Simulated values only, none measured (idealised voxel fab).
process module | voxel gate over fins
cross-section cut | 275 nm wide | cells 5 nm
A cross-section is a grid of square cells, given in bands from the top down. A band is one or more rows of cells.
Each band's line starts with the height of the band's top and of its bottom, in nm. Then come its materials from left to right, each with its width in nm. One material with "throughout" fills the band from edge to edge. "air" is empty space.
Height 0 is the level under which the wafer as received is all one material. The lowest band goes on downwards, as in "0 down".
A width such as "30 to 40" changes by the same amount from each row of cells to the next, from the band's top row to its bottom row.
"no change" after a step means that no cell of the cross-section changed.
closed voids: empty space of 8 cells or more with no open way to the top, each as width x height at its distance from the left edge, in nm
after a step's settings: what the simulator itself notes on the step
overlay nm, on a step with a mask: how far to the right of its planned place the mask lay; to the left if negative
plan
1 op RECEIVE | material Si
2 op CONFORMAL_DEP | material SiN | thk nm 10
3 op PATTERN | tone cover | mask id FINS | material resist | width nm 15 | pitch nm 50 | thk nm 15 | overlay nm 0
4 op DIRECTIONAL_ETCH | etch materials SiN | depth nm 10
5 op DIRECTIONAL_ETCH | etch materials Si | depth nm 40
6 op STRIP | etch materials resist
7 op OXIDIZE | depth nm 5
8 op FILL_DEP | material SiO2 | thk nm 5
9 op CMP | height nm 10
10 op DIRECTIONAL_DEP | material aC | thk nm 10
11 op PATTERN | tone open | mask id RAIL | material resist | width nm 15 | thk nm 30 | overlay nm 0
12 op DIRECTIONAL_ETCH | etch materials aC | depth nm 10
13 op STRIP | etch materials resist
14 op DIRECTIONAL_ETCH | etch materials SiO2 | depth nm 45
15 op STRIP | etch materials aC
16 op CONFORMAL_DEP | material TiN | thk nm 5
17 op FILL_DEP | material Ru | thk nm 5
18 op CMP | height nm 10
19 op SELECTIVE_ETCH | etch materials W Ru TiN | depth nm 30
20 op FILL_DEP | material SiO2 | thk nm 5
21 op CMP | height nm 10
22 op SELECTIVE_ETCH | etch materials SiO2 | depth nm 20
23 op STRIP | etch materials SiN
24 op CONFORMAL_DEP | material HfO2 | thk nm 5
25 op CONFORMAL_DEP | material TiN | thk nm 5
26 op CONFORMAL_DEP | material TiAl | thk nm 5
27 op CONFORMAL_DEP | material TiN | thk nm 5
28 op FILL_DEP | material W | thk nm 15
29 op CMP | height nm 30
30 op CONFORMAL_DEP | material SiCN | thk nm 5
first wafer, as planned
as received, after step 1
  0 down: Si throughout
  closed voids: none
after step 2
  10 to 0: SiN throughout
  below 0: unchanged
after step 3
  25 to 10: air 55 | resist 15 | air 35 | resist 15 | air 35 | resist 15 | air 35 | resist 15 | air 55
  below 10: unchanged
after step 4
  25 to 10: air 55 | resist 15 | air 35 | resist 15 | air 35 | resist 15 | air 35 | resist 15 | air 55
  10 to 0: air 55 | SiN 15 | air 35 | SiN 15 | air 35 | SiN 15 | air 35 | SiN 15 | air 55
  below 0: unchanged
after step 5
  25 to 10: air 55 | resist 15 | air 35 | resist 15 | air 35 | resist 15 | air 35 | resist 15 | air 55
  10 to 0: air 55 | SiN 15 | air 35 | SiN 15 | air 35 | SiN 15 | air 35 | SiN 15 | air 55
  0 to -40: air 55 | Si 15 | air 35 | Si 15 | air 35 | Si 15 | air 35 | Si 15 | air 55
  below -40: unchanged
after step 6
  10 to 0: air 55 | SiN 15 | air 35 | SiN 15 | air 35 | SiN 15 | air 35 | SiN 15 | air 55
  below 0: unchanged
after step 7
  10 to 0: air 55 | SiN 15 | air 35 | SiN 15 | air 35 | SiN 15 | air 35 | SiN 15 | air 55
  0 to -40: air 55 | SiO2 5 | Si 5 | SiO2 5 | air 35 | SiO2 5 | Si 5 | SiO2 5 | air 35 | SiO2 5 | Si 5 | SiO2 5 | air 35 | SiO2 5 | Si 5 | SiO2 5 | air 55
  -40 to -45: SiO2 60 | Si 5 | SiO2 45 | Si 5 | SiO2 45 | Si 5 | SiO2 45 | Si 5 | SiO2 60
  below -45: unchanged
after step 8
  15 to 10: SiO2 throughout
  10 to 0: SiO2 55 | SiN 15 | SiO2 35 | SiN 15 | SiO2 35 | SiN 15 | SiO2 35 | SiN 15 | SiO2 55
  0 to -45: SiO2 60 | Si 5 | SiO2 45 | Si 5 | SiO2 45 | Si 5 | SiO2 45 | Si 5 | SiO2 60
  below -45: unchanged
after step 9
  10 to 0: SiO2 55 | SiN 15 | SiO2 35 | SiN 15 | SiO2 35 | SiN 15 | SiO2 35 | SiN 15 | SiO2 55
  below 0: unchanged
after step 10
  20 to 10: aC throughout
  below 10: unchanged
after step 11
  50 to 20: resist 80 | air 15 | resist 180
  below 20: unchanged
after step 12
  40 to 20: resist 80 | air 15 | resist 180
  20 to 10: aC 80 | air 15 | aC 180
  below 10: unchanged
after step 13
  20 to 10: aC 80 | air 15 | aC 180
  below 10: unchanged
after step 14
  20 to 10: aC 80 | air 15 | aC 180
  10 to 0: SiO2 55 | SiN 15 | SiO2 10 | air 15 | SiO2 10 | SiN 15 | SiO2 35 | SiN 15 | SiO2 35 | SiN 15 | SiO2 55
  0 to -35: SiO2 60 | Si 5 | SiO2 15 | air 15 | SiO2 15 | Si 5 | SiO2 45 | Si 5 | SiO2 45 | Si 5 | SiO2 60
  below -35: unchanged
after step 15
  10 to 0: SiO2 55 | SiN 15 | SiO2 10 | air 15 | SiO2 10 | SiN 15 | SiO2 35 | SiN 15 | SiO2 35 | SiN 15 | SiO2 55
  below 0: unchanged
after step 16
  15 to 10: TiN 85 | air 5 | TiN 185
  10 to 0: SiO2 55 | SiN 15 | SiO2 10 | TiN 5 | air 5 | TiN 5 | SiO2 10 | SiN 15 | SiO2 35 | SiN 15 | SiO2 35 | SiN 15 | SiO2 55
  0 to -30: SiO2 60 | Si 5 | SiO2 15 | TiN 5 | air 5 | TiN 5 | SiO2 15 | Si 5 | SiO2 45 | Si 5 | SiO2 45 | Si 5 | SiO2 60
  -30 to -35: SiO2 60 | Si 5 | SiO2 15 | TiN 15 | SiO2 15 | Si 5 | SiO2 45 | Si 5 | SiO2 45 | Si 5 | SiO2 60
  below -35: unchanged
after step 17
  20 to 15: Ru throughout
  15 to 10: TiN 85 | Ru 5 | TiN 185
  10 to 0: SiO2 55 | SiN 15 | SiO2 10 | TiN 5 | Ru 5 | TiN 5 | SiO2 10 | SiN 15 | SiO2 35 | SiN 15 | SiO2 35 | SiN 15 | SiO2 55
  0 to -30: SiO2 60 | Si 5 | SiO2 15 | TiN 5 | Ru 5 | TiN 5 | SiO2 15 | Si 5 | SiO2 45 | Si 5 | SiO2 45 | Si 5 | SiO2 60
  below -30: unchanged
after step 18
  10 to 0: SiO2 55 | SiN 15 | SiO2 10 | TiN 5 | Ru 5 | TiN 5 | SiO2 10 | SiN 15 | SiO2 35 | SiN 15 | SiO2 35 | SiN 15 | SiO2 55
  below 0: unchanged
after step 19
  10 to 0: SiO2 55 | SiN 15 | SiO2 10 | air 15 | SiO2 10 | SiN 15 | SiO2 35 | SiN 15 | SiO2 35 | SiN 15 | SiO2 55
  0 to -20: SiO2 60 | Si 5 | SiO2 15 | air 15 | SiO2 15 | Si 5 | SiO2 45 | Si 5 | SiO2 45 | Si 5 | SiO2 60
  below -20: unchanged
after step 20
  15 to 10: SiO2 throughout
  10 to 0: SiO2 55 | SiN 15 | SiO2 35 | SiN 15 | SiO2 35 | SiN 15 | SiO2 35 | SiN 15 | SiO2 55
  0 to -20: SiO2 60 | Si 5 | SiO2 45 | Si 5 | SiO2 45 | Si 5 | SiO2 45 | Si 5 | SiO2 60
  below -20: unchanged
after step 21
  10 to 0: SiO2 55 | SiN 15 | SiO2 35 | SiN 15 | SiO2 35 | SiN 15 | SiO2 35 | SiN 15 | SiO2 55
  below 0: unchanged
after step 22
  10 to 0: air 55 | SiN 15 | air 35 | SiN 15 | air 35 | SiN 15 | air 35 | SiN 15 | air 55
  0 to -10: air 60 | Si 5 | air 45 | Si 5 | air 45 | Si 5 | air 45 | Si 5 | air 60
  below -10: unchanged
after step 23
  0 to -10: air 60 | Si 5 | air 45 | Si 5 | air 45 | Si 5 | air 45 | Si 5 | air 60
  below -10: unchanged
after step 24
  5 to 0: air 55 | HfO2 15 | air 35 | HfO2 15 | air 35 | HfO2 15 | air 35 | HfO2 15 | air 55
  0 to -5: air 55 | HfO2 5 | Si 5 | HfO2 5 | air 35 | HfO2 5 | Si 5 | HfO2 5 | air 35 | HfO2 5 | Si 5 | HfO2 5 | air 35 | HfO2 5 | Si 5 | HfO2 5 | air 55
  -5 to -10: HfO2 60 | Si 5 | HfO2 45 | Si 5 | HfO2 45 | Si 5 | HfO2 45 | Si 5 | HfO2 60
  below -10: unchanged
after step 25
  10 to 5: air 50 | TiN 25 | air 25 | TiN 25 | air 25 | TiN 25 | air 25 | TiN 25 | air 50
  5 to 0: air 50 | TiN 5 | HfO2 15 | TiN 5 | air 25 | TiN 5 | HfO2 15 | TiN 5 | air 25 | TiN 5 | HfO2 15 | TiN 5 | air 25 | TiN 5 | HfO2 15 | TiN 5 | air 50
  0 to -5: TiN 55 | HfO2 5 | Si 5 | HfO2 5 | TiN 35 | HfO2 5 | Si 5 | HfO2 5 | TiN 35 | HfO2 5 | Si 5 | HfO2 5 | TiN 35 | HfO2 5 | Si 5 | HfO2 5 | TiN 55
  below -5: unchanged
after step 26
  15 to 10: air 45 | TiAl 35 | air 15 | TiAl 35 | air 15 | TiAl 35 | air 15 | TiAl 35 | air 45
  10 to 5: air 45 | TiAl 5 | TiN 25 | TiAl 5 | air 15 | TiAl 5 | TiN 25 | TiAl 5 | air 15 | TiAl 5 | TiN 25 | TiAl 5 | air 15 | TiAl 5 | TiN 25 | TiAl 5 | air 45
  5 to 0: TiAl 50 | TiN 5 | HfO2 15 | TiN 5 | TiAl 25 | TiN 5 | HfO2 15 | TiN 5 | TiAl 25 | TiN 5 | HfO2 15 | TiN 5 | TiAl 25 | TiN 5 | HfO2 15 | TiN 5 | TiAl 50
  below 0: unchanged
after step 27
  20 to 15: air 40 | TiN 45 | air 5 | TiN 45 | air 5 | TiN 45 | air 5 | TiN 45 | air 40
  15 to 10: air 40 | TiN 5 | TiAl 35 | TiN 5 | air 5 | TiN 5 | TiAl 35 | TiN 5 | air 5 | TiN 5 | TiAl 35 | TiN 5 | air 5 | TiN 5 | TiAl 35 | TiN 5 | air 40
  10 to 5: TiN 45 | TiAl 5 | TiN 25 | TiAl 5 | TiN 15 | TiAl 5 | TiN 25 | TiAl 5 | TiN 15 | TiAl 5 | TiN 25 | TiAl 5 | TiN 15 | TiAl 5 | TiN 25 | TiAl 5 | TiN 45
  below 5: unchanged
after step 28
  35 to 20: W throughout
  20 to 15: W 40 | TiN 45 | W 5 | TiN 45 | W 5 | TiN 45 | W 5 | TiN 45 | W 40
  15 to 10: W 40 | TiN 5 | TiAl 35 | TiN 5 | W 5 | TiN 5 | TiAl 35 | TiN 5 | W 5 | TiN 5 | TiAl 35 | TiN 5 | W 5 | TiN 5 | TiAl 35 | TiN 5 | W 40
  below 10: unchanged
after step 29
  30 to 20: W throughout
  below 20: unchanged
after step 30
  35 to 30: SiCN throughout
  below 30: unchanged
second wafer: like start, like plan, one mistake. Through step 7 it matches the first wafer
when step 8 should have ended
  15 to 10: TiAl throughout
  10 to 0: TiAl 55 | SiN 15 | TiAl 35 | SiN 15 | TiAl 35 | SiN 15 | TiAl 35 | SiN 15 | TiAl 55
  0 to -40: TiAl 55 | SiO2 5 | Si 5 | SiO2 5 | TiAl 35 | SiO2 5 | Si 5 | SiO2 5 | TiAl 35 | SiO2 5 | Si 5 | SiO2 5 | TiAl 35 | SiO2 5 | Si 5 | SiO2 5 | TiAl 55
  below -40: unchanged
when step 9 should have ended
  10 to 0: TiAl 55 | SiN 15 | TiAl 35 | SiN 15 | TiAl 35 | SiN 15 | TiAl 35 | SiN 15 | TiAl 55
  below 0: unchanged
when step 10 should have ended
  20 to 10: aC throughout
  below 10: unchanged
when step 11 should have ended
  50 to 20: resist 80 | air 15 | resist 180
  below 20: unchanged
when step 12 should have ended
  40 to 20: resist 80 | air 15 | resist 180
  20 to 10: aC 80 | air 15 | aC 180
  below 10: unchanged
when step 13 should have ended
  20 to 10: aC 80 | air 15 | aC 180
  below 10: unchanged
when step 14 should have ended: no change
when step 15 should have ended
  10 to 0: TiAl 55 | SiN 15 | TiAl 35 | SiN 15 | TiAl 35 | SiN 15 | TiAl 35 | SiN 15 | TiAl 55
  below 0: unchanged
when step 16 should have ended
  15 to 10: TiN throughout
  below 10: unchanged
when step 17 should have ended
  20 to 15: Ru throughout
  below 15: unchanged
when step 18 should have ended
  10 to 0: TiAl 55 | SiN 15 | TiAl 35 | SiN 15 | TiAl 35 | SiN 15 | TiAl 35 | SiN 15 | TiAl 55
  below 0: unchanged
when step 19 should have ended: no change
when step 20 should have ended
  15 to 10: SiO2 throughout
  below 10: unchanged
when step 21 should have ended
  10 to 0: TiAl 55 | SiN 15 | TiAl 35 | SiN 15 | TiAl 35 | SiN 15 | TiAl 35 | SiN 15 | TiAl 55
  below 0: unchanged
when step 22 should have ended: no change
when step 23 should have ended
  10 to 0: TiAl 55 | air 15 | TiAl 35 | air 15 | TiAl 35 | air 15 | TiAl 35 | air 15 | TiAl 55
  below 0: unchanged
when step 24 should have ended
  15 to 10: HfO2 60 | air 5 | HfO2 45 | air 5 | HfO2 45 | air 5 | HfO2 45 | air 5 | HfO2 60
  10 to 5: TiAl 55 | HfO2 5 | air 5 | HfO2 5 | TiAl 35 | HfO2 5 | air 5 | HfO2 5 | TiAl 35 | HfO2 5 | air 5 | HfO2 5 | TiAl 35 | HfO2 5 | air 5 | HfO2 5 | TiAl 55
  5 to 0: TiAl 55 | HfO2 15 | TiAl 35 | HfO2 15 | TiAl 35 | HfO2 15 | TiAl 35 | HfO2 15 | TiAl 55
  below 0: unchanged
when step 25 should have ended
  20 to 15: TiN throughout
  15 to 10: HfO2 60 | TiN 5 | HfO2 45 | TiN 5 | HfO2 45 | TiN 5 | HfO2 45 | TiN 5 | HfO2 60
  10 to 5: TiAl 55 | HfO2 5 | TiN 5 | HfO2 5 | TiAl 35 | HfO2 5 | TiN 5 | HfO2 5 | TiAl 35 | HfO2 5 | TiN 5 | HfO2 5 | TiAl 35 | HfO2 5 | TiN 5 | HfO2 5 | TiAl 55
  below 5: unchanged
when step 26 should have ended
  25 to 20: TiAl throughout
  below 20: unchanged
when step 27 should have ended
  30 to 25: TiN throughout
  below 25: unchanged
when step 28 should have ended
  45 to 30: W throughout
  below 30: unchanged
when step 29 should have ended
  30 to 25: TiN throughout
  below 25: unchanged
when step 30 should have ended
  35 to 30: SiCN throughout
  below 30: unchanged
what went wrong: step 8 ran as: op FILL_DEP | material TiAl | thk nm 5
at the end the second wafer has, in cells: 2 fewer of Ru | 233 fewer of SiO2 | 414 more of TiAl | 31 fewer of TiN | 148 fewer of W
